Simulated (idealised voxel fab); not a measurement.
Process module, titled voxel self aligned contacts
Each square cell in cross-section cut measures 5 nm, and the section as a whole is 190 nm wide.
Cross-section layout: square cells on a grid; listed as bands, top to bottom; a band spans one or more cell rows. Look at the band entry: it leads with the top's height and the bottom's height in nm. Then it lists the materials left to right, with a width in nm for each. The word "full width" on a single material says that material fills the band edge to edge. The word "air" is empty space. Where do heights start? At 0: under that level the wafer as delivered is made of one material only. And the lowest band has no floor; it just carries on downward, as in "top 0, no bottom". Width: "30 to 40" (first number = top row, second number = bottom row, same change from row to row of cells). Step note "nothing got changed" = no cross-section cell changed. "Closed cavity list" specifies each empty space that is not open to the top and that occupies no fewer than 8 cells, using the form width x height at distance, the distance measured from the left edge and all three quantities in nm. That trailing text on a step's line, after the settings, is the simulator's own remark on the step. "overlay nm" denotes, for a step that has a mask, the displacement of the mask to the right of its planned place, with negative values corresponding to the left. Pairs follow: section before one process step, section after it down to the lowest changed band, step with settings underneath. Pairs may come from different runs of this module on the same starting wafer; continuity with the pair above only as stated in the "State before step" entry.

State before step
> top 0, no bottom = Si full width
> Closed cavity list: none

Post-Process View
> top 0, bottom -5 = SiO2 full width
> Note: structure below -5 unchanged.
> Closed cavity list: none
Step between the cross-sections above: OXIDIZE with depth nm 5

State before step: taken from the pair above, after panel.

Post-Process View
> top 25, bottom 0 = polySi full width
> Note: structure below 0 unchanged.
> Closed cavity list: none
Step between the cross-sections above: DIRECTIONAL_DEP with material polySi, thk nm 25

State before step: taken from the pair above, after panel.

Post-Process View
> top 50, bottom 25 = SiN full width
> Note: structure below 25 unchanged.
> Closed cavity list: none
Step between the cross-sections above: DIRECTIONAL_DEP with material SiN, thk nm 25

State before step: taken from the pair above, after panel.

Post-Process View
> top 70, bottom 50 = 50 air; 25 resist; 35 air; 25 resist; 55 air
> Note: structure below 50 unchanged.
> Closed cavity list: none
Step between the cross-sections above: PATTERN with tone cover, mask id GATE, material resist, width nm 25, pitch nm 60, thk nm 20, overlay nm 0

State before step: taken from the pair above, after panel.

Post-Process View
> top 70, bottom 50 = 50 air; 25 resist; 35 air; 25 resist; 55 air
> top 50, bottom 25 = 50 air; 25 SiN; 35 air; 25 SiN; 55 air
> Note: structure below 25 unchanged.
> Closed cavity list: none
Step between the cross-sections above: DIRECTIONAL_ETCH with etch materials SiN, depth nm 25

State before step: taken from the pair above, after panel.

Post-Process View
> top 70, bottom 50 = 50 air; 25 resist; 35 air; 25 resist; 55 air
> top 50, bottom 25 = 50 air; 25 SiN; 35 air; 25 SiN; 55 air
> top 25, bottom 0 = 50 air; 25 polySi; 35 air; 25 polySi; 55 air
> Note: structure below 0 unchanged.
> Closed cavity list: none
Step between the cross-sections above: DIRECTIONAL_ETCH with etch materials polySi, depth nm 25

State before step: taken from the pair above, after panel.

Post-Process View
> top 50, bottom 25 = 50 air; 25 SiN; 35 air; 25 SiN; 55 air
> Note: structure below 25 unchanged.
> Closed cavity list: none
Step between the cross-sections above: STRIP with etch materials resist

State before step: taken from the pair above, after panel.

Post-Process View
> top 60, bottom 25 = 40 air; 45 SiN; 15 air; 45 SiN; 45 air
> top 25, bottom 10 = 40 air; 10 SiN; 25 polySi; 10 SiN; 15 air; 10 SiN; 25 polySi; 10 SiN; 45 air
> top 10, bottom 0 = 50 SiN; 25 polySi; 35 SiN; 25 polySi; 55 SiN
> Note: structure below 0 unchanged.
> Closed cavity list: none
Step between the cross-sections above: CONFORMAL_DEP with material SiN, thk nm 10

State before step: taken from the pair above, after panel.

Post-Process View
> top 50, bottom 25 = 40 air; 45 SiN; 15 air; 45 SiN; 45 air
> top 25, bottom 0 = 40 air; 10 SiN; 25 polySi; 10 SiN; 15 air; 10 SiN; 25 polySi; 10 SiN; 45 air
> Note: structure below 0 unchanged.
> Closed cavity list: none
Step between the cross-sections above: DIRECTIONAL_ETCH with etch materials SiN, depth nm 10

State before step: taken from the pair above, after panel.

Post-Process View
> top 70, bottom 50 = SiO2 full width
> top 50, bottom 25 = 40 SiO2; 45 SiN; 15 SiO2; 45 SiN; 45 SiO2
> top 25, bottom 0 = 40 SiO2; 10 SiN; 25 polySi; 10 SiN; 15 SiO2; 10 SiN; 25 polySi; 10 SiN; 45 SiO2
> Note: structure below 0 unchanged.
> Closed cavity list: none
Step between the cross-sections above: FILL_DEP with material SiO2, thk nm 20

State before step: taken from the pair above, after panel.

Post-Process View
> top 60, bottom 50 = SiO2 full width
> Note: structure below 50 unchanged.
> Closed cavity list: none
Step between the cross-sections above: CMP with height nm 60

State before step: taken from the pair above, after panel.

Post-Process View
> top 70, bottom 60 = aC full width
> Note: structure below 60 unchanged.
> Closed cavity list: none
Step between the cross-sections above: DIRECTIONAL_DEP with material aC, thk nm 10

State before step: taken from the pair above, after panel.

Post-Process View
> top 95, bottom 70 = 70 resist; 45 air; 75 resist
> Note: structure below 70 unchanged.
> Closed cavity list: none
Step between the cross-sections above: PATTERN with tone open, mask id CONTACT, material resist, width nm 45, thk nm 25, overlay nm 0

State before step: taken from the pair above, after panel.

Post-Process View
> top 85, bottom 70 = 70 resist; 45 air; 75 resist
> top 70, bottom 60 = 70 aC; 45 air; 75 aC
> Note: structure below 60 unchanged.
> Closed cavity list: none
Step between the cross-sections above: DIRECTIONAL_ETCH with etch materials aC, depth nm 10

State before step: taken from the pair above, after panel.

Post-Process View
> top 70, bottom 60 = 70 aC; 45 air; 75 aC
> Note: structure below 60 unchanged.
> Closed cavity list: none
Step between the cross-sections above: STRIP with etch materials resist

State before step: taken from the pair above, after panel.

Post-Process View
> top 70, bottom 60 = 70 aC; 45 air; 75 aC
> top 60, bottom 50 = 70 SiO2; 45 air; 75 SiO2
> top 50, bottom 25 = 40 SiO2; 45 SiN; 15 air; 45 SiN; 45 SiO2
> top 25, bottom 0 = 40 SiO2; 10 SiN; 25 polySi; 10 SiN; 15 air; 10 SiN; 25 polySi; 10 SiN; 45 SiO2
> top 0, bottom -5 = 85 SiO2; 15 air; 90 SiO2
> Note: structure below -5 unchanged.
> Closed cavity list: none
Step between the cross-sections above: DIRECTIONAL_ETCH with etch materials SiO2, depth nm 65

State before step: taken from the pair above, after panel.

Post-Process View
> top 60, bottom 50 = 70 SiO2; 45 air; 75 SiO2
> Note: structure below 50 unchanged.
> Closed cavity list: none
Step between the cross-sections above: STRIP with etch materials aC

State before step: taken from the pair above, after panel.

Post-Process View
> top 65, bottom 60 = 75 TiN; 35 air; 80 TiN
> top 60, bottom 50 = 70 SiO2; 5 to 20 TiN; 35 to 5 air; 5 to 20 TiN; 75 SiO2
> top 50, bottom 25 = 40 SiO2; 45 SiN; 5 TiN; 5 air; 5 TiN; 45 SiN; 45 SiO2
> top 25, bottom 0 = 40 SiO2; 10 SiN; 25 polySi; 10 SiN; 5 TiN; 5 air; 5 TiN; 10 SiN; 25 polySi; 10 SiN; 45 SiO2
> top 0, bottom -5 = 85 SiO2; 15 TiN; 90 SiO2
> Note: structure below -5 unchanged.
> Closed cavity list: none
Step between the cross-sections above: CONFORMAL_DEP with material TiN, thk nm 5

State before step: taken from the pair above, after panel.

Post-Process View
> top 75, bottom 65 = Ru full width
> top 65, bottom 60 = 75 TiN; 35 Ru; 80 TiN
> top 60, bottom 50 = 70 SiO2; 5 to 20 TiN; 35 to 5 Ru; 5 to 20 TiN; 75 SiO2
> top 50, bottom 25 = 40 SiO2; 45 SiN; 5 TiN; 5 Ru; 5 TiN; 45 SiN; 45 SiO2
> top 25, bottom 0 = 40 SiO2; 10 SiN; 25 polySi; 10 SiN; 5 TiN; 5 Ru; 5 TiN; 10 SiN; 25 polySi; 10 SiN; 45 SiO2
> Note: structure below 0 unchanged.
> Closed cavity list: none
Step between the cross-sections above: FILL_DEP with material Ru, thk nm 10

State before step: taken from the pair above, after panel.

Post-Process View
> top 60, bottom 50 = 70 SiO2; 5 to 20 TiN; 35 to 5 Ru; 5 to 20 TiN; 75 SiO2
> Note: structure below 50 unchanged.
> Closed cavity list: none
Step between the cross-sections above: CMP with height nm 60

State before step: taken from the pair above, after panel.

Post-Process View
> top 65, bottom 60 = SiCN full width
> Note: structure below 60 unchanged.
> Closed cavity list: none
Step between the cross-sections above: CONFORMAL_DEP with material SiCN, thk nm 5

State before step
> top 75, bottom 65 = Ru full width
> top 65, bottom 60 = 75 TiN; 35 Ru; 80 TiN
> top 60, bottom 50 = 70 SiO2; 5 to 20 TiN; 35 to 5 Ru; 5 to 20 TiN; 75 SiO2
> top 50, bottom 25 = 40 SiO2; 45 SiN; 5 TiN; 5 Ru; 5 TiN; 45 SiN; 45 SiO2
> top 25, bottom 0 = 40 SiO2; 10 SiN; 25 polySi; 10 SiN; 5 TiN; 5 Ru; 5 TiN; 10 SiN; 25 polySi; 10 SiN; 45 SiO2
> top 0, bottom -5 = 85 SiO2; 15 TiN; 90 SiO2
> top -5, no bottom = Si full width
> Closed cavity list: none

Post-Process View
> top 80, bottom 75 = SiCN full width
> Note: structure below 75 unchanged.
> Closed cavity list: none
Step between the cross-sections above: CONFORMAL_DEP with material SiCN, thk nm 5

State before step
> top 50, bottom 25 = SiN full width
> top 25, bottom 0 = polySi full width
> top 0, bottom -5 = SiO2 full width
> top -5, no bottom = Si full width
> Closed cavity list: none

Post-Process View
> top 75, bottom 25 = SiN full width
> Note: structure below 25 unchanged.
> Closed cavity list: none
Step between the cross-sections above: DIRECTIONAL_DEP with material SiN, thk nm 25

State before step: taken from the pair above, after panel.

Post-Process View
> top 95, bottom 75 = 50 air; 25 resist; 35 air; 25 resist; 55 air
> Note: structure below 75 unchanged.
> Closed cavity list: none
Step between the cross-sections above: PATTERN with tone cover, mask id GATE, material resist, width nm 25, pitch nm 60, thk nm 20, overlay nm 0

State before step: taken from the pair above, after panel.

Post-Process View
> top 95, bottom 75 = 50 air; 25 resist; 35 air; 25 resist; 55 air
> top 75, bottom 50 = 50 air; 25 SiN; 35 air; 25 SiN; 55 air
> Note: structure below 50 unchanged.
> Closed cavity list: none
Step between the cross-sections above: DIRECTIONAL_ETCH with etch materials SiN, depth nm 25

State before step: taken from the pair above, after panel.

Post-Process View
> top 75, bottom 50 = 50 air; 25 SiN; 35 air; 25 SiN; 55 air
> Note: structure below 50 unchanged.
> Closed cavity list: none
Step between the cross-sections above: STRIP with etch materials resist

State before step: taken from the pair above, after panel.

Post-Process View
> top 85, bottom 60 = 40 air; 45 SiN; 15 air; 45 SiN; 45 air
> top 60, bottom 25 = SiN full width
> Note: structure below 25 unchanged.
> Closed cavity list: none
Step between the cross-sections above: CONFORMAL_DEP with material SiN, thk nm 10

State before step: taken from the pair above, after panel.

Post-Process View
> top 75, bottom 50 = 40 air; 45 SiN; 15 air; 45 SiN; 45 air
> Note: structure below 50 unchanged.
> Closed cavity list: none
Step between the cross-sections above: DIRECTIONAL_ETCH with etch materials SiN, depth nm 10

State before step: taken from the pair above, after panel.

Post-Process View
> top 95, bottom 75 = SiO2 full width
> top 75, bottom 50 = 40 SiO2; 45 SiN; 15 SiO2; 45 SiN; 45 SiO2
> Note: structure below 50 unchanged.
> Closed cavity list: none
Step between the cross-sections above: FILL_DEP with material SiO2, thk nm 20

State before step: taken from the pair above, after panel.

Post-Process View
> top 60, bottom 50 = 40 SiO2; 45 SiN; 15 SiO2; 45 SiN; 45 SiO2
> Note: structure below 50 unchanged.
> Closed cavity list: none
Step between the cross-sections above: CMP with height nm 60

State before step: taken from the pair above, after panel.

Post-Process View
> top 70, bottom 60 = aC full width
> Note: structure below 60 unchanged.
> Closed cavity list: none
Step between the cross-sections above: DIRECTIONAL_DEP with material aC, thk nm 10

State before step: taken from the pair above, after panel.

Post-Process View
> top 95, bottom 70 = 70 resist; 45 air; 75 resist
> Note: structure below 70 unchanged.
> Closed cavity list: none
Step between the cross-sections above: PATTERN with tone open, mask id CONTACT, material resist, width nm 45, thk nm 25, overlay nm 0

State before step: taken from the pair above, after panel.

Post-Process View
> top 85, bottom 70 = 70 resist; 45 air; 75 resist
> top 70, bottom 60 = 70 aC; 45 air; 75 aC
> Note: structure below 60 unchanged.
> Closed cavity list: none
Step between the cross-sections above: DIRECTIONAL_ETCH with etch materials aC, depth nm 10

State before step: taken from the pair above, after panel.

Post-Process View
> top 70, bottom 60 = 70 aC; 45 air; 75 aC
> Note: structure below 60 unchanged.
> Closed cavity list: none
Step between the cross-sections above: STRIP with etch materials resist

State before step: taken from the pair above, after panel.

Post-Process View
> top 70, bottom 60 = 70 aC; 45 air; 75 aC
> top 60, bottom 50 = 40 SiO2; 45 SiN; 15 air; 45 SiN; 45 SiO2
> Note: structure below 50 unchanged.
> Closed cavity list: none
Step between the cross-sections above: DIRECTIONAL_ETCH with etch materials SiO2, depth nm 65

State before step: taken from the pair above, after panel.

Post-Process View
> top 60, bottom 50 = 40 SiO2; 45 SiN; 15 air; 45 SiN; 45 SiO2
> Note: structure below 50 unchanged.
> Closed cavity list: none
Step between the cross-sections above: STRIP with etch materials aC

State before step: taken from the pair above, after panel.

Post-Process View
> top 65, bottom 60 = 90 TiN; 5 air; 95 TiN
> top 60, bottom 55 = 40 SiO2; 45 SiN; 5 TiN; 5 air; 5 TiN; 45 SiN; 45 SiO2
> top 55, bottom 50 = 40 SiO2; 45 SiN; 15 TiN; 45 SiN; 45 SiO2
> Note: structure below 50 unchanged.
> Closed cavity list: none
Step between the cross-sections above: CONFORMAL_DEP with material TiN, thk nm 5

State before step: taken from the pair above, after panel.

Post-Process View
> top 75, bottom 65 = Ru full width
> top 65, bottom 60 = 90 TiN; 5 Ru; 95 TiN
> top 60, bottom 55 = 40 SiO2; 45 SiN; 5 TiN; 5 Ru; 5 TiN; 45 SiN; 45 SiO2
> Note: structure below 55 unchanged.
> Closed cavity list: none
Step between the cross-sections above: FILL_DEP with material Ru, thk nm 10

State before step: taken from the pair above, after panel.

Post-Process View
> top 60, bottom 55 = 40 SiO2; 45 SiN; 5 TiN; 5 Ru; 5 TiN; 45 SiN; 45 SiO2
> Note: structure below 55 unchanged.
> Closed cavity list: none
Step between the cross-sections above: CMP with height nm 60

State before step: taken from the pair above, after panel.

Post-Process View
> top 65, bottom 60 = SiCN full width
> Note: structure below 60 unchanged.
> Closed cavity list: none
Step between the cross-sections above: CONFORMAL_DEP with material SiCN, thk nm 5

State before step
> top 0, no bottom = Si full width
> Closed cavity list: none

Post-Process View
> top 25, bottom 0 = polySi full width
> Note: structure below 0 unchanged.
> Closed cavity list: none
Step between the cross-sections above: DIRECTIONAL_DEP with material polySi, thk nm 25

State before step: taken from the pair above, after panel.

Post-Process View
> top 25, bottom 20 = SiO2 full width
> Note: structure below 20 unchanged.
> Closed cavity list: none
Step between the cross-sections above: OXIDIZE with depth nm 5

State before step: taken from the pair above, after panel.

Post-Process View
> top 50, bottom 25 = SiN full width
> Note: structure below 25 unchanged.
> Closed cavity list: none
Step between the cross-sections above: DIRECTIONAL_DEP with material SiN, thk nm 25

State before step: taken from the pair above, after panel.

Post-Process View
> top 70, bottom 50 = 50 air; 25 resist; 35 air; 25 resist; 55 air
> Note: structure below 50 unchanged.
> Closed cavity list: none
Step between the cross-sections above: PATTERN with tone cover, mask id GATE, material resist, width nm 25, pitch nm 60, thk nm 20, overlay nm 0

State before step: taken from the pair above, after panel.

Post-Process View
> top 70, bottom 50 = 50 air; 25 resist; 35 air; 25 resist; 55 air
> top 50, bottom 25 = 50 air; 25 SiN; 35 air; 25 SiN; 55 air
> Note: structure below 25 unchanged.
> Closed cavity list: none
Step between the cross-sections above: DIRECTIONAL_ETCH with etch materials SiN, depth nm 25

State before step: taken from the pair above, after panel.

Post-Process View
> top 50, bottom 25 = 50 air; 25 SiN; 35 air; 25 SiN; 55 air
> Note: structure below 25 unchanged.
> Closed cavity list: none
Step between the cross-sections above: STRIP with etch materials resist

State before step: taken from the pair above, after panel.

Post-Process View
> top 60, bottom 35 = 40 air; 45 SiN; 15 air; 45 SiN; 45 air
> top 35, bottom 25 = SiN full width
> Note: structure below 25 unchanged.
> Closed cavity list: none
Step between the cross-sections above: CONFORMAL_DEP with material SiN, thk nm 10

State before step: taken from the pair above, after panel.

Post-Process View
> top 50, bottom 25 = 40 air; 45 SiN; 15 air; 45 SiN; 45 air
> Note: structure below 25 unchanged.
> Closed cavity list: none
Step between the cross-sections above: DIRECTIONAL_ETCH with etch materials SiN, depth nm 10

State before step: taken from the pair above, after panel.

Post-Process View
> top 70, bottom 50 = SiO2 full width
> top 50, bottom 25 = 40 SiO2; 45 SiN; 15 SiO2; 45 SiN; 45 SiO2
> Note: structure below 25 unchanged.
> Closed cavity list: none
Step between the cross-sections above: FILL_DEP with material SiO2, thk nm 20

State before step: taken from the pair above, after panel.

Post-Process View
> top 60, bottom 50 = SiO2 full width
> Note: structure below 50 unchanged.
> Closed cavity list: none
Step between the cross-sections above: CMP with height nm 60

State before step: taken from the pair above, after panel.

Post-Process View
> top 70, bottom 60 = aC full width
> Note: structure below 60 unchanged.
> Closed cavity list: none
Step between the cross-sections above: DIRECTIONAL_DEP with material aC, thk nm 10

State before step: taken from the pair above, after panel.

Post-Process View
> top 95, bottom 70 = 70 resist; 45 air; 75 resist
> Note: structure below 70 unchanged.
> Closed cavity list: none
Step between the cross-sections above: PATTERN with tone open, mask id CONTACT, material resist, width nm 45, thk nm 25, overlay nm 0

State before step: taken from the pair above, after panel.

Post-Process View
> top 85, bottom 70 = 70 resist; 45 air; 75 resist
> top 70, bottom 60 = 70 aC; 45 air; 75 aC
> Note: structure below 60 unchanged.
> Closed cavity list: none
Step between the cross-sections above: DIRECTIONAL_ETCH with etch materials aC, depth nm 10

State before step: taken from the pair above, after panel.

Post-Process View
> top 70, bottom 60 = 70 aC; 45 air; 75 aC
> Note: structure below 60 unchanged.
> Closed cavity list: none
Step between the cross-sections above: STRIP with etch materials resist

State before step: taken from the pair above, after panel.

Post-Process View
> top 70, bottom 60 = 70 aC; 45 air; 75 aC
> top 60, bottom 50 = 70 SiO2; 45 air; 75 SiO2
> top 50, bottom 25 = 40 SiO2; 45 SiN; 15 air; 45 SiN; 45 SiO2
> top 25, bottom 20 = 85 SiO2; 15 air; 90 SiO2
> Note: structure below 20 unchanged.
> Closed cavity list: none
Step between the cross-sections above: DIRECTIONAL_ETCH with etch materials SiO2, depth nm 65

State before step: taken from the pair above, after panel.

Post-Process View
> top 60, bottom 50 = 70 SiO2; 45 air; 75 SiO2
> Note: structure below 50 unchanged.
> Closed cavity list: none
Step between the cross-sections above: STRIP with etch materials aC

State before step: taken from the pair above, after panel.

Post-Process View
> top 65, bottom 60 = 75 TiN; 35 air; 80 TiN
> top 60, bottom 50 = 70 SiO2; 5 to 20 TiN; 35 to 5 air; 5 to 20 TiN; 75 SiO2
> top 50, bottom 25 = 40 SiO2; 45 SiN; 5 TiN; 5 air; 5 TiN; 45 SiN; 45 SiO2
> top 25, bottom 20 = 85 SiO2; 15 TiN; 90 SiO2
> Note: structure below 20 unchanged.
> Closed cavity list: none
Step between the cross-sections above: CONFORMAL_DEP with material TiN, thk nm 5

State before step: taken from the pair above, after panel.

Post-Process View
> top 75, bottom 65 = Ru full width
> top 65, bottom 60 = 75 TiN; 35 Ru; 80 TiN
> top 60, bottom 50 = 70 SiO2; 5 to 20 TiN; 35 to 5 Ru; 5 to 20 TiN; 75 SiO2
> top 50, bottom 25 = 40 SiO2; 45 SiN; 5 TiN; 5 Ru; 5 TiN; 45 SiN; 45 SiO2
> Note: structure below 25 unchanged.
> Closed cavity list: none
Step between the cross-sections above: FILL_DEP with material Ru, thk nm 10

State before step: taken from the pair above, after panel.

Post-Process View
> top 60, bottom 50 = 70 SiO2; 5 to 20 TiN; 35 to 5 Ru; 5 to 20 TiN; 75 SiO2
> Note: structure below 50 unchanged.
> Closed cavity list: none
Step between the cross-sections above: CMP with height nm 60

State before step: taken from the pair above, after panel.

Post-Process View
> top 65, bottom 60 = SiCN full width
> Note: structure below 60 unchanged.
> Closed cavity list: none
Step between the cross-sections above: CONFORMAL_DEP with material SiCN, thk nm 5

State before step
> top 50, bottom 25 = 50 air; 25 SiN; 35 air; 25 SiN; 55 air
> top 25, bottom 0 = 50 air; 25 polySi; 35 air; 25 polySi; 55 air
> top 0, bottom -5 = SiO2 full width
> top -5, no bottom = Si full width
> Closed cavity list: none

Post-Process View
> top 65, bottom 25 = 35 air; 55 SiN; 5 air; 55 SiN; 40 air
> top 25, bottom 15 = 35 air; 15 SiN; 25 polySi; 15 SiN; 5 air; 15 SiN; 25 polySi; 15 SiN; 40 air
> top 15, bottom 0 = 50 SiN; 25 polySi; 35 SiN; 25 polySi; 55 SiN
> Note: structure below 0 unchanged.
> Closed cavity list: none
Step between the cross-sections above: CONFORMAL_DEP with material SiN, thk nm 15

State before step: taken from the pair above, after panel.

Post-Process View
> top 55, bottom 25 = 35 air; 55 SiN; 5 air; 55 SiN; 40 air
> top 25, bottom 5 = 35 air; 15 SiN; 25 polySi; 15 SiN; 5 air; 15 SiN; 25 polySi; 15 SiN; 40 air
> Note: structure below 5 unchanged.
> Closed cavity list: none
Step between the cross-sections above: DIRECTIONAL_ETCH with etch materials SiN, depth nm 10

State before step: taken from the pair above, after panel.

Post-Process View
> top 75, bottom 55 = SiO2 full width
> top 55, bottom 25 = 35 SiO2; 55 SiN; 5 SiO2; 55 SiN; 40 SiO2
> top 25, bottom 5 = 35 SiO2; 15 SiN; 25 polySi; 15 SiN; 5 SiO2; 15 SiN; 25 polySi; 15 SiN; 40 SiO2
> Note: structure below 5 unchanged.
> Closed cavity list: none
Step between the cross-sections above: FILL_DEP with material SiO2, thk nm 20

State before step: taken from the pair above, after panel.

Post-Process View
> top 60, bottom 55 = SiO2 full width
> Note: structure below 55 unchanged.
> Closed cavity list: none
Step between the cross-sections above: CMP with height nm 60

State before step: taken from the pair above, after panel.

Post-Process View
> top 70, bottom 60 = aC full width
> Note: structure below 60 unchanged.
> Closed cavity list: none
Step between the cross-sections above: DIRECTIONAL_DEP with material aC, thk nm 10

State before step: taken from the pair above, after panel.

Post-Process View
> top 95, bottom 70 = 70 resist; 45 air; 75 resist
> Note: structure below 70 unchanged.
> Closed cavity list: none
Step between the cross-sections above: PATTERN with tone open, mask id CONTACT, material resist, width nm 45, thk nm 25, overlay nm 0

State before step: taken from the pair above, after panel.

Post-Process View
> top 85, bottom 70 = 70 resist; 45 air; 75 resist
> top 70, bottom 60 = 70 aC; 45 air; 75 aC
> Note: structure below 60 unchanged.
> Closed cavity list: none
Step between the cross-sections above: DIRECTIONAL_ETCH with etch materials aC, depth nm 10

State before step: taken from the pair above, after panel.

Post-Process View
> top 70, bottom 60 = 70 aC; 45 air; 75 aC
> Note: structure below 60 unchanged.
> Closed cavity list: none
Step between the cross-sections above: STRIP with etch materials resist

State before step: taken from the pair above, after panel.

Post-Process View
> top 70, bottom 60 = 70 aC; 45 air; 75 aC
> top 60, bottom 55 = 70 SiO2; 45 air; 75 SiO2
> top 55, bottom 25 = 35 SiO2; 55 SiN; 5 air; 55 SiN; 40 SiO2
> top 25, bottom 5 = 35 SiO2; 15 SiN; 25 polySi; 15 SiN; 5 air; 15 SiN; 25 polySi; 15 SiN; 40 SiO2
> Note: structure below 5 unchanged.
> Closed cavity list: none
Step between the cross-sections above: DIRECTIONAL_ETCH with etch materials SiO2, depth nm 65

State before step: taken from the pair above, after panel.

Post-Process View
> top 60, bottom 55 = 70 SiO2; 45 air; 75 SiO2
> Note: structure below 55 unchanged.
> Closed cavity list: none
Step between the cross-sections above: STRIP with etch materials aC

State before step: taken from the pair above, after panel.

Post-Process View
> top 65, bottom 60 = 75 TiN; 35 air; 80 TiN
> top 60, bottom 55 = 70 SiO2; 45 TiN; 75 SiO2
> top 55, bottom 25 = 35 SiO2; 55 SiN; 5 TiN; 55 SiN; 40 SiO2
> top 25, bottom 5 = 35 SiO2; 15 SiN; 25 polySi; 15 SiN; 5 TiN; 15 SiN; 25 polySi; 15 SiN; 40 SiO2
> Note: structure below 5 unchanged.
> Closed cavity list: none
Step between the cross-sections above: CONFORMAL_DEP with material TiN, thk nm 5

State before step: taken from the pair above, after panel.

Post-Process View
> top 75, bottom 65 = Ru full width
> top 65, bottom 60 = 75 TiN; 35 Ru; 80 TiN
> Note: structure below 60 unchanged.
> Closed cavity list: none
Step between the cross-sections above: FILL_DEP with material Ru, thk nm 10

State before step: taken from the pair above, after panel.

Post-Process View
> top 60, bottom 55 = 70 SiO2; 45 TiN; 75 SiO2
> Note: structure below 55 unchanged.
> Closed cavity list: none
Step between the cross-sections above: CMP with height nm 60

State before step: taken from the pair above, after panel.

Post-Process View
> top 65, bottom 60 = SiCN full width
> Note: structure below 60 unchanged.
> Closed cavity list: none
Step between the cross-sections above: CONFORMAL_DEP with material SiCN, thk nm 5

State before step
> top 50, bottom 25 = SiN full width
> top 25, bottom 0 = polySi full width
> top 0, bottom -5 = SiO2 full width
> top -5, no bottom = Si full width
> Closed cavity list: none

Post-Process View
> top 70, bottom 50 = 55 air; 15 resist; 45 air; 15 resist; 60 air
> Note: structure below 50 unchanged.
> Closed cavity list: none
Step between the cross-sections above: PATTERN with tone cover, mask id GATE, material resist, width nm 15, pitch nm 60, thk nm 20, overlay nm 0

State before step: taken from the pair above, after panel.

Post-Process View
> top 70, bottom 50 = 55 air; 15 resist; 45 air; 15 resist; 60 air
> top 50, bottom 25 = 55 air; 15 SiN; 45 air; 15 SiN; 60 air
> Note: structure below 25 unchanged.
> Closed cavity list: none
Step between the cross-sections above: DIRECTIONAL_ETCH with etch materials SiN, depth nm 25

State before step: taken from the pair above, after panel.

Post-Process View
> top 70, bottom 50 = 55 air; 15 resist; 45 air; 15 resist; 60 air
> top 50, bottom 25 = 55 air; 15 SiN; 45 air; 15 SiN; 60 air
> top 25, bottom 0 = 55 air; 15 polySi; 45 air; 15 polySi; 60 air
> Note: structure below 0 unchanged.
> Closed cavity list: none
Step between the cross-sections above: DIRECTIONAL_ETCH with etch materials polySi, depth nm 25

State before step: taken from the pair above, after panel.

Post-Process View
> top 50, bottom 25 = 55 air; 15 SiN; 45 air; 15 SiN; 60 air
> Note: structure below 25 unchanged.
> Closed cavity list: none
Step between the cross-sections above: STRIP with etch materials resist

State before step: taken from the pair above, after panel.

Post-Process View
> top 60, bottom 25 = 45 air; 35 SiN; 25 air; 35 SiN; 50 air
> top 25, bottom 10 = 45 air; 10 SiN; 15 polySi; 10 SiN; 25 air; 10 SiN; 15 polySi; 10 SiN; 50 air
> top 10, bottom 0 = 55 SiN; 15 polySi; 45 SiN; 15 polySi; 60 SiN
> Note: structure below 0 unchanged.
> Closed cavity list: none
Step between the cross-sections above: CONFORMAL_DEP with material SiN, thk nm 10

State before step: taken from the pair above, after panel.

Post-Process View
> top 50, bottom 25 = 45 air; 35 SiN; 25 air; 35 SiN; 50 air
> top 25, bottom 0 = 45 air; 10 SiN; 15 polySi; 10 SiN; 25 air; 10 SiN; 15 polySi; 10 SiN; 50 air
> Note: structure below 0 unchanged.
> Closed cavity list: none
Step between the cross-sections above: DIRECTIONAL_ETCH with etch materials SiN, depth nm 10

State before step: taken from the pair above, after panel.

Post-Process View
> top 70, bottom 50 = SiO2 full width
> top 50, bottom 25 = 45 SiO2; 35 SiN; 25 SiO2; 35 SiN; 50 SiO2
> top 25, bottom 0 = 45 SiO2; 10 SiN; 15 polySi; 10 SiN; 25 SiO2; 10 SiN; 15 polySi; 10 SiN; 50 SiO2
> Note: structure below 0 unchanged.
> Closed cavity list: none
Step between the cross-sections above: FILL_DEP with material SiO2, thk nm 20

State before step: taken from the pair above, after panel.

Post-Process View
> top 60, bottom 50 = SiO2 full width
> Note: structure below 50 unchanged.
> Closed cavity list: none
Step between the cross-sections above: CMP with height nm 60

State before step: taken from the pair above, after panel.

Post-Process View
> top 70, bottom 60 = aC full width
> Note: structure below 60 unchanged.
> Closed cavity list: none
Step between the cross-sections above: DIRECTIONAL_DEP with material aC, thk nm 10

State before step: taken from the pair above, after panel.

Post-Process View
> top 95, bottom 70 = 70 resist; 45 air; 75 resist
> Note: structure below 70 unchanged.
> Closed cavity list: none
Step between the cross-sections above: PATTERN with tone open, mask id CONTACT, material resist, width nm 45, thk nm 25, overlay nm 0

State before step: taken from the pair above, after panel.

Post-Process View
> top 85, bottom 70 = 70 resist; 45 air; 75 resist
> top 70, bottom 60 = 70 aC; 45 air; 75 aC
> Note: structure below 60 unchanged.
> Closed cavity list: none
Step between the cross-sections above: DIRECTIONAL_ETCH with etch materials aC, depth nm 10

State before step: taken from the pair above, after panel.

Post-Process View
> top 70, bottom 60 = 70 aC; 45 air; 75 aC
> Note: structure below 60 unchanged.
> Closed cavity list: none
Step between the cross-sections above: STRIP with etch materials resist

State before step: taken from the pair above, after panel.

Post-Process View
> top 70, bottom 60 = 70 aC; 45 air; 75 aC
> top 60, bottom 50 = 70 SiO2; 45 air; 75 SiO2
> top 50, bottom 25 = 45 SiO2; 35 SiN; 25 air; 35 SiN; 50 SiO2
> top 25, bottom 0 = 45 SiO2; 10 SiN; 15 polySi; 10 SiN; 25 air; 10 SiN; 15 polySi; 10 SiN; 50 SiO2
> top 0, bottom -5 = 80 SiO2; 25 air; 85 SiO2
> Note: structure below -5 unchanged.
> Closed cavity list: none
Step between the cross-sections above: DIRECTIONAL_ETCH with etch materials SiO2, depth nm 65

State before step: taken from the pair above, after panel.

Post-Process View
> top 60, bottom 50 = 70 SiO2; 45 air; 75 SiO2
> Note: structure below 50 unchanged.
> Closed cavity list: none
Step between the cross-sections above: STRIP with etch materials aC

State before step: taken from the pair above, after panel.

Post-Process View
> top 65, bottom 60 = 75 TiN; 35 air; 80 TiN
> top 60, bottom 50 = 70 SiO2; 5 to 15 TiN; 35 to 15 air; 5 to 15 TiN; 75 SiO2
> top 50, bottom 25 = 45 SiO2; 35 SiN; 5 TiN; 15 air; 5 TiN; 35 SiN; 50 SiO2
> top 25, bottom 0 = 45 SiO2; 10 SiN; 15 polySi; 10 SiN; 5 TiN; 15 air; 5 TiN; 10 SiN; 15 polySi; 10 SiN; 50 SiO2
> top 0, bottom -5 = 80 SiO2; 25 TiN; 85 SiO2
> Note: structure below -5 unchanged.
> Closed cavity list: none
Step between the cross-sections above: CONFORMAL_DEP with material TiN, thk nm 5
